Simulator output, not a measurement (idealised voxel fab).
process module | voxel wiring stack
cross-section cut | 210 nm wide | cells 5 nm
A cross-section is a grid of square cells, given in bands from the top down. A band is one or more rows of cells.
Each band's line starts with the height of the band's top and of its bottom, in nm. Then come its materials from left to right, each with its width in nm. One material with "throughout" fills the band from edge to edge. "air" is empty space.
Height 0 is the level under which the wafer as received is all one material. The lowest band goes on downwards, as in "0 down".
A width such as "30 to 40" changes by the same amount from each row of cells to the next, from the band's top row to its bottom row.
"no change" after a step means that no cell of the cross-section changed.
closed voids: empty space of 8 cells or more with no open way to the top, each as width x height at its distance from the left edge, in nm
after a step's settings: what the simulator itself notes on the step
overlay nm, on a step with a mask: how far to the right of its planned place the mask lay; to the left if negative
plan
1 op RECEIVE | material Si
2 op CONFORMAL_DEP | material SiO2 | thk nm 15
3 op CONFORMAL_DEP | material SiN | thk nm 5
4 op DIRECTIONAL_DEP | material SiO2 | thk nm 15
5 op PATTERN | tone open | mask id METAL_1 | material resist | width nm 25 | pitch nm 50 | thk nm 20 | overlay nm 0
6 op DIRECTIONAL_ETCH | etch materials SiO2 | depth nm 15
7 op DIRECTIONAL_ETCH | etch materials SiN | depth nm 5
8 op STRIP | etch materials resist
9 op CONFORMAL_DEP | material TiN | thk nm 5
10 op FILL_DEP | material Cu | thk nm 5
11 op CMP | height nm 35
12 op CONFORMAL_DEP | material SiCN | thk nm 5
13 op DIRECTIONAL_DEP | material lowk | thk nm 25
14 op DIRECTIONAL_DEP | material aC | thk nm 10
15 op PATTERN | tone open | mask id METAL_2_HOLES | material resist | width nm 15 | pitch nm 50 | thk nm 25 | overlay nm 0
16 op DIRECTIONAL_ETCH | etch materials aC | depth nm 10
17 op STRIP | etch materials resist
18 op DIRECTIONAL_ETCH | etch materials lowk | depth nm 25
19 op STRIP | etch materials aC
20 op PATTERN | tone open | mask id METAL_2 | material resist | width nm 25 | pitch nm 50 | thk nm 20 | overlay nm 0
21 op DIRECTIONAL_ETCH | etch materials lowk | depth nm 15
22 op DIRECTIONAL_ETCH | etch materials SiCN | depth nm 5
23 op STRIP | etch materials resist
24 op CONFORMAL_DEP | material TiN | thk nm 5
25 op FILL_DEP | material Cu | thk nm 5
26 op CMP | height nm 65
27 op CONFORMAL_DEP | material SiCN | thk nm 5
28 op DIRECTIONAL_DEP | material lowk | thk nm 30
29 op MASKED_ETCH | tone open | mask id METAL_3 | width nm 25 | pitch nm 50 | etch materials lowk | depth nm 15 | overlay nm 0
30 op DIRECTIONAL_DEP | material aC | thk nm 15
31 op PATTERN | tone open | mask id METAL_3_HOLES | material resist | width nm 15 | pitch nm 50 | thk nm 30 | overlay nm 0
32 op DIRECTIONAL_ETCH | etch materials aC | depth nm 15
33 op STRIP | etch materials resist
34 op DIRECTIONAL_ETCH | etch materials lowk | depth nm 15
35 op DIRECTIONAL_ETCH | etch materials SiCN | depth nm 5
36 op STRIP | etch materials aC
37 op CONFORMAL_DEP | material TiN | thk nm 5
38 op FILL_DEP | material Cu | thk nm 10
39 op CMP | height nm 100
40 op CONFORMAL_DEP | material SiN | thk nm 5
first wafer, as planned
as received, after step 1
  0 down: Si throughout
  closed voids: none
after step 2
  15 to 0: SiO2 throughout
  below 0: unchanged
after step 3
  20 to 15: SiN throughout
  below 15: unchanged
after step 4
  35 to 20: SiO2 throughout
  below 20: unchanged
after step 5
  55 to 35: resist 65 | air 25 | resist 25 | air 25 | resist 70
  below 35: unchanged
after step 6
  55 to 35: resist 65 | air 25 | resist 25 | air 25 | resist 70
  35 to 20: SiO2 65 | air 25 | SiO2 25 | air 25 | SiO2 70
  below 20: unchanged
after step 7
  55 to 35: resist 65 | air 25 | resist 25 | air 25 | resist 70
  35 to 20: SiO2 65 | air 25 | SiO2 25 | air 25 | SiO2 70
  20 to 15: SiN 65 | air 25 | SiN 25 | air 25 | SiN 70
  below 15: unchanged
after step 8
  35 to 20: SiO2 65 | air 25 | SiO2 25 | air 25 | SiO2 70
  below 20: unchanged
after step 9
  40 to 35: TiN 70 | air 15 | TiN 35 | air 15 | TiN 75
  35 to 20: SiO2 65 | TiN 5 | air 15 | TiN 5 | SiO2 25 | TiN 5 | air 15 | TiN 5 | SiO2 70
  20 to 15: SiN 65 | TiN 25 | SiN 25 | TiN 25 | SiN 70
  below 15: unchanged
after step 10
  45 to 40: Cu throughout
  40 to 35: TiN 70 | Cu 15 | TiN 35 | Cu 15 | TiN 75
  35 to 20: SiO2 65 | TiN 5 | Cu 15 | TiN 5 | SiO2 25 | TiN 5 | Cu 15 | TiN 5 | SiO2 70
  below 20: unchanged
after step 11
  35 to 20: SiO2 65 | TiN 5 | Cu 15 | TiN 5 | SiO2 25 | TiN 5 | Cu 15 | TiN 5 | SiO2 70
  below 20: unchanged
after step 12
  40 to 35: SiCN throughout
  below 35: unchanged
after step 13
  65 to 40: lowk throughout
  below 40: unchanged
after step 14
  75 to 65: aC throughout
  below 65: unchanged
after step 15
  100 to 75: resist 65 | air 15 | resist 35 | air 15 | resist 80
  below 75: unchanged
after step 16
  90 to 75: resist 65 | air 15 | resist 35 | air 15 | resist 80
  75 to 65: aC 65 | air 15 | aC 35 | air 15 | aC 80
  below 65: unchanged
after step 17
  75 to 65: aC 65 | air 15 | aC 35 | air 15 | aC 80
  below 65: unchanged
after step 18
  75 to 65: aC 65 | air 15 | aC 35 | air 15 | aC 80
  65 to 40: lowk 65 | air 15 | lowk 35 | air 15 | lowk 80
  below 40: unchanged
after step 19
  65 to 40: lowk 65 | air 15 | lowk 35 | air 15 | lowk 80
  below 40: unchanged
after step 20
  85 to 65: resist 65 | air 25 | resist 25 | air 25 | resist 70
  below 65: unchanged
after step 21
  85 to 65: resist 65 | air 25 | resist 25 | air 25 | resist 70
  65 to 50: lowk 65 | air 25 | lowk 25 | air 25 | lowk 70
  below 50: unchanged
after step 22
  85 to 65: resist 65 | air 25 | resist 25 | air 25 | resist 70
  65 to 50: lowk 65 | air 25 | lowk 25 | air 25 | lowk 70
  50 to 40: lowk 65 | air 15 | lowk 35 | air 15 | lowk 80
  40 to 35: SiCN 65 | air 15 | SiCN 35 | air 15 | SiCN 80
  below 35: unchanged
after step 23
  65 to 50: lowk 65 | air 25 | lowk 25 | air 25 | lowk 70
  below 50: unchanged
after step 24
  70 to 65: TiN 70 | air 15 | TiN 35 | air 15 | TiN 75
  65 to 55: lowk 65 | TiN 5 | air 15 | TiN 5 | lowk 25 | TiN 5 | air 15 | TiN 5 | lowk 70
  55 to 50: lowk 65 | TiN 5 | air 5 | TiN 15 | lowk 25 | TiN 5 | air 5 | TiN 15 | lowk 70
  50 to 40: lowk 65 | TiN 5 | air 5 | TiN 5 | lowk 35 | TiN 5 | air 5 | TiN 5 | lowk 80
  40 to 35: SiCN 65 | TiN 15 | SiCN 35 | TiN 15 | SiCN 80
  below 35: unchanged
after step 25
  75 to 70: Cu throughout
  70 to 65: TiN 70 | Cu 15 | TiN 35 | Cu 15 | TiN 75
  65 to 55: lowk 65 | TiN 5 | Cu 15 | TiN 5 | lowk 25 | TiN 5 | Cu 15 | TiN 5 | lowk 70
  55 to 50: lowk 65 | TiN 5 | Cu 5 | TiN 15 | lowk 25 | TiN 5 | Cu 5 | TiN 15 | lowk 70
  50 to 40: lowk 65 | TiN 5 | Cu 5 | TiN 5 | lowk 35 | TiN 5 | Cu 5 | TiN 5 | lowk 80
  below 40: unchanged
after step 26
  65 to 55: lowk 65 | TiN 5 | Cu 15 | TiN 5 | lowk 25 | TiN 5 | Cu 15 | TiN 5 | lowk 70
  below 55: unchanged
after step 27
  70 to 65: SiCN throughout
  below 65: unchanged
after step 28
  100 to 70: lowk throughout
  below 70: unchanged
after step 29
  100 to 85: lowk 65 | air 25 | lowk 25 | air 25 | lowk 70
  below 85: unchanged
after step 30
  115 to 100: aC 65 | air 25 | aC 25 | air 25 | aC 70
  100 to 85: lowk 65 | aC 25 | lowk 25 | aC 25 | lowk 70
  below 85: unchanged
after step 31
  145 to 115: resist 65 | air 15 | resist 35 | air 15 | resist 80
  115 to 100: aC 65 | air 15 | resist 10 | aC 25 | air 15 | resist 10 | aC 70
  below 100: unchanged
after step 32
  130 to 115: resist 65 | air 15 | resist 35 | air 15 | resist 80
  115 to 100: aC 65 | air 15 | resist 10 | aC 25 | air 15 | resist 10 | aC 70
  100 to 85: lowk 65 | air 15 | aC 10 | lowk 25 | air 15 | aC 10 | lowk 70
  below 85: unchanged
after step 33
  115 to 100: aC 65 | air 25 | aC 25 | air 25 | aC 70
  below 100: unchanged
after step 34
  115 to 100: aC 65 | air 25 | aC 25 | air 25 | aC 70
  100 to 85: lowk 65 | air 15 | aC 10 | lowk 25 | air 15 | aC 10 | lowk 70
  85 to 70: lowk 65 | air 15 | lowk 35 | air 15 | lowk 80
  below 70: unchanged
after step 35
  115 to 100: aC 65 | air 25 | aC 25 | air 25 | aC 70
  100 to 85: lowk 65 | air 15 | aC 10 | lowk 25 | air 15 | aC 10 | lowk 70
  85 to 70: lowk 65 | air 15 | lowk 35 | air 15 | lowk 80
  70 to 65: SiCN 65 | air 15 | SiCN 35 | air 15 | SiCN 80
  below 65: unchanged
after step 36
  100 to 85: lowk 65 | air 25 | lowk 25 | air 25 | lowk 70
  below 85: unchanged
after step 37
  105 to 100: TiN 70 | air 15 | TiN 35 | air 15 | TiN 75
  100 to 90: lowk 65 | TiN 5 | air 15 | TiN 5 | lowk 25 | TiN 5 | air 15 | TiN 5 | lowk 70
  90 to 85: lowk 65 | TiN 5 | air 5 | TiN 15 | lowk 25 | TiN 5 | air 5 | TiN 15 | lowk 70
  85 to 70: lowk 65 | TiN 5 | air 5 | TiN 5 | lowk 35 | TiN 5 | air 5 | TiN 5 | lowk 80
  70 to 65: SiCN 65 | TiN 15 | SiCN 35 | TiN 15 | SiCN 80
  below 65: unchanged
after step 38
  115 to 105: Cu throughout
  105 to 100: TiN 70 | Cu 15 | TiN 35 | Cu 15 | TiN 75
  100 to 90: lowk 65 | TiN 5 | Cu 15 | TiN 5 | lowk 25 | TiN 5 | Cu 15 | TiN 5 | lowk 70
  90 to 85: lowk 65 | TiN 5 | Cu 5 | TiN 15 | lowk 25 | TiN 5 | Cu 5 | TiN 15 | lowk 70
  85 to 70: lowk 65 | TiN 5 | Cu 5 | TiN 5 | lowk 35 | TiN 5 | Cu 5 | TiN 5 | lowk 80
  below 70: unchanged
after step 39
  100 to 90: lowk 65 | TiN 5 | Cu 15 | TiN 5 | lowk 25 | TiN 5 | Cu 15 | TiN 5 | lowk 70
  below 90: unchanged
after step 40
  105 to 100: SiN throughout
  below 100: unchanged
second wafer: like start, like plan, one mistake. Through step 1 it matches the first wafer
when step 2 should have ended
  5 to 0: SiN throughout
  below 0: unchanged
when step 3 should have ended
  20 to 5: SiO2 throughout
  below 5: unchanged
when step 4 should have ended
  35 to 5: SiO2 throughout
  below 5: unchanged
when step 5 should have ended
  55 to 35: resist 65 | air 25 | resist 25 | air 25 | resist 70
  below 35: unchanged
when step 6 should have ended
  55 to 35: resist 65 | air 25 | resist 25 | air 25 | resist 70
  35 to 20: SiO2 65 | air 25 | SiO2 25 | air 25 | SiO2 70
  below 20: unchanged
when step 7 should have ended: no change
when step 8 should have ended
  35 to 20: SiO2 65 | air 25 | SiO2 25 | air 25 | SiO2 70
  below 20: unchanged
when step 9 should have ended
  40 to 35: TiN 70 | air 15 | TiN 35 | air 15 | TiN 75
  35 to 25: SiO2 65 | TiN 5 | air 15 | TiN 5 | SiO2 25 | TiN 5 | air 15 | TiN 5 | SiO2 70
  25 to 20: SiO2 65 | TiN 25 | SiO2 25 | TiN 25 | SiO2 70
  below 20: unchanged
when step 10 should have ended
  45 to 40: Cu throughout
  40 to 35: TiN 70 | Cu 15 | TiN 35 | Cu 15 | TiN 75
  35 to 25: SiO2 65 | TiN 5 | Cu 15 | TiN 5 | SiO2 25 | TiN 5 | Cu 15 | TiN 5 | SiO2 70
  below 25: unchanged
when step 11 should have ended
  35 to 25: SiO2 65 | TiN 5 | Cu 15 | TiN 5 | SiO2 25 | TiN 5 | Cu 15 | TiN 5 | SiO2 70
  below 25: unchanged
when step 12 should have ended
  40 to 35: SiCN throughout
  below 35: unchanged
when step 13 should have ended
  65 to 40: lowk throughout
  below 40: unchanged
when step 14 should have ended
  75 to 65: aC throughout
  below 65: unchanged
when step 15 should have ended
  100 to 75: resist 65 | air 15 | resist 35 | air 15 | resist 80
  below 75: unchanged
when step 16 should have ended
  90 to 75: resist 65 | air 15 | resist 35 | air 15 | resist 80
  75 to 65: aC 65 | air 15 | aC 35 | air 15 | aC 80
  below 65: unchanged
when step 17 should have ended
  75 to 65: aC 65 | air 15 | aC 35 | air 15 | aC 80
  below 65: unchanged
when step 18 should have ended
  75 to 65: aC 65 | air 15 | aC 35 | air 15 | aC 80
  65 to 40: lowk 65 | air 15 | lowk 35 | air 15 | lowk 80
  below 40: unchanged
when step 19 should have ended
  65 to 40: lowk 65 | air 15 | lowk 35 | air 15 | lowk 80
  below 40: unchanged
when step 20 should have ended
  85 to 65: resist 65 | air 25 | resist 25 | air 25 | resist 70
  below 65: unchanged
when step 21 should have ended
  85 to 65: resist 65 | air 25 | resist 25 | air 25 | resist 70
  65 to 50: lowk 65 | air 25 | lowk 25 | air 25 | lowk 70
  below 50: unchanged
when step 22 should have ended
  85 to 65: resist 65 | air 25 | resist 25 | air 25 | resist 70
  65 to 50: lowk 65 | air 25 | lowk 25 | air 25 | lowk 70
  50 to 40: lowk 65 | air 15 | lowk 35 | air 15 | lowk 80
  40 to 35: SiCN 65 | air 15 | SiCN 35 | air 15 | SiCN 80
  below 35: unchanged
when step 23 should have ended
  65 to 50: lowk 65 | air 25 | lowk 25 | air 25 | lowk 70
  below 50: unchanged
when step 24 should have ended
  70 to 65: TiN 70 | air 15 | TiN 35 | air 15 | TiN 75
  65 to 55: lowk 65 | TiN 5 | air 15 | TiN 5 | lowk 25 | TiN 5 | air 15 | TiN 5 | lowk 70
  55 to 50: lowk 65 | TiN 5 | air 5 | TiN 15 | lowk 25 | TiN 5 | air 5 | TiN 15 | lowk 70
  50 to 40: lowk 65 | TiN 5 | air 5 | TiN 5 | lowk 35 | TiN 5 | air 5 | TiN 5 | lowk 80
  40 to 35: SiCN 65 | TiN 15 | SiCN 35 | TiN 15 | SiCN 80
  below 35: unchanged
when step 25 should have ended
  75 to 70: Cu throughout
  70 to 65: TiN 70 | Cu 15 | TiN 35 | Cu 15 | TiN 75
  65 to 55: lowk 65 | TiN 5 | Cu 15 | TiN 5 | lowk 25 | TiN 5 | Cu 15 | TiN 5 | lowk 70
  55 to 50: lowk 65 | TiN 5 | Cu 5 | TiN 15 | lowk 25 | TiN 5 | Cu 5 | TiN 15 | lowk 70
  50 to 40: lowk 65 | TiN 5 | Cu 5 | TiN 5 | lowk 35 | TiN 5 | Cu 5 | TiN 5 | lowk 80
  below 40: unchanged
when step 26 should have ended
  65 to 55: lowk 65 | TiN 5 | Cu 15 | TiN 5 | lowk 25 | TiN 5 | Cu 15 | TiN 5 | lowk 70
  below 55: unchanged
when step 27 should have ended
  70 to 65: SiCN throughout
  below 65: unchanged
when step 28 should have ended
  100 to 70: lowk throughout
  below 70: unchanged
when step 29 should have ended
  100 to 85: lowk 65 | air 25 | lowk 25 | air 25 | lowk 70
  below 85: unchanged
when step 30 should have ended
  115 to 100: aC 65 | air 25 | aC 25 | air 25 | aC 70
  100 to 85: lowk 65 | aC 25 | lowk 25 | aC 25 | lowk 70
  below 85: unchanged
when step 31 should have ended
  145 to 115: resist 65 | air 15 | resist 35 | air 15 | resist 80
  115 to 100: aC 65 | air 15 | resist 10 | aC 25 | air 15 | resist 10 | aC 70
  below 100: unchanged
when step 32 should have ended
  130 to 115: resist 65 | air 15 | resist 35 | air 15 | resist 80
  115 to 100: aC 65 | air 15 | resist 10 | aC 25 | air 15 | resist 10 | aC 70
  100 to 85: lowk 65 | air 15 | aC 10 | lowk 25 | air 15 | aC 10 | lowk 70
  below 85: unchanged
when step 33 should have ended
  115 to 100: aC 65 | air 25 | aC 25 | air 25 | aC 70
  below 100: unchanged
when step 34 should have ended
  115 to 100: aC 65 | air 25 | aC 25 | air 25 | aC 70
  100 to 85: lowk 65 | air 15 | aC 10 | lowk 25 | air 15 | aC 10 | lowk 70
  85 to 70: lowk 65 | air 15 | lowk 35 | air 15 | lowk 80
  below 70: unchanged
when step 35 should have ended
  115 to 100: aC 65 | air 25 | aC 25 | air 25 | aC 70
  100 to 85: lowk 65 | air 15 | aC 10 | lowk 25 | air 15 | aC 10 | lowk 70
  85 to 70: lowk 65 | air 15 | lowk 35 | air 15 | lowk 80
  70 to 65: SiCN 65 | air 15 | SiCN 35 | air 15 | SiCN 80
  below 65: unchanged
when step 36 should have ended
  100 to 85: lowk 65 | air 25 | lowk 25 | air 25 | lowk 70
  below 85: unchanged
when step 37 should have ended
  105 to 100: TiN 70 | air 15 | TiN 35 | air 15 | TiN 75
  100 to 90: lowk 65 | TiN 5 | air 15 | TiN 5 | lowk 25 | TiN 5 | air 15 | TiN 5 | lowk 70
  90 to 85: lowk 65 | TiN 5 | air 5 | TiN 15 | lowk 25 | TiN 5 | air 5 | TiN 15 | lowk 70
  85 to 70: lowk 65 | TiN 5 | air 5 | TiN 5 | lowk 35 | TiN 5 | air 5 | TiN 5 | lowk 80
  70 to 65: SiCN 65 | TiN 15 | SiCN 35 | TiN 15 | SiCN 80
  below 65: unchanged
when step 38 should have ended
  115 to 105: Cu throughout
  105 to 100: TiN 70 | Cu 15 | TiN 35 | Cu 15 | TiN 75
  100 to 90: lowk 65 | TiN 5 | Cu 15 | TiN 5 | lowk 25 | TiN 5 | Cu 15 | TiN 5 | lowk 70
  90 to 85: lowk 65 | TiN 5 | Cu 5 | TiN 15 | lowk 25 | TiN 5 | Cu 5 | TiN 15 | lowk 70
  85 to 70: lowk 65 | TiN 5 | Cu 5 | TiN 5 | lowk 35 | TiN 5 | Cu 5 | TiN 5 | lowk 80
  below 70: unchanged
when step 39 should have ended
  100 to 90: lowk 65 | TiN 5 | Cu 15 | TiN 5 | lowk 25 | TiN 5 | Cu 15 | TiN 5 | lowk 70
  below 90: unchanged
when step 40 should have ended
  105 to 100: SiN throughout
  below 100: unchanged
what went wrong: steps 2 and 3 were swapped
at the end the second wafer has, in cells: 6 fewer of Cu | 10 more of SiN | 4 fewer of TiN
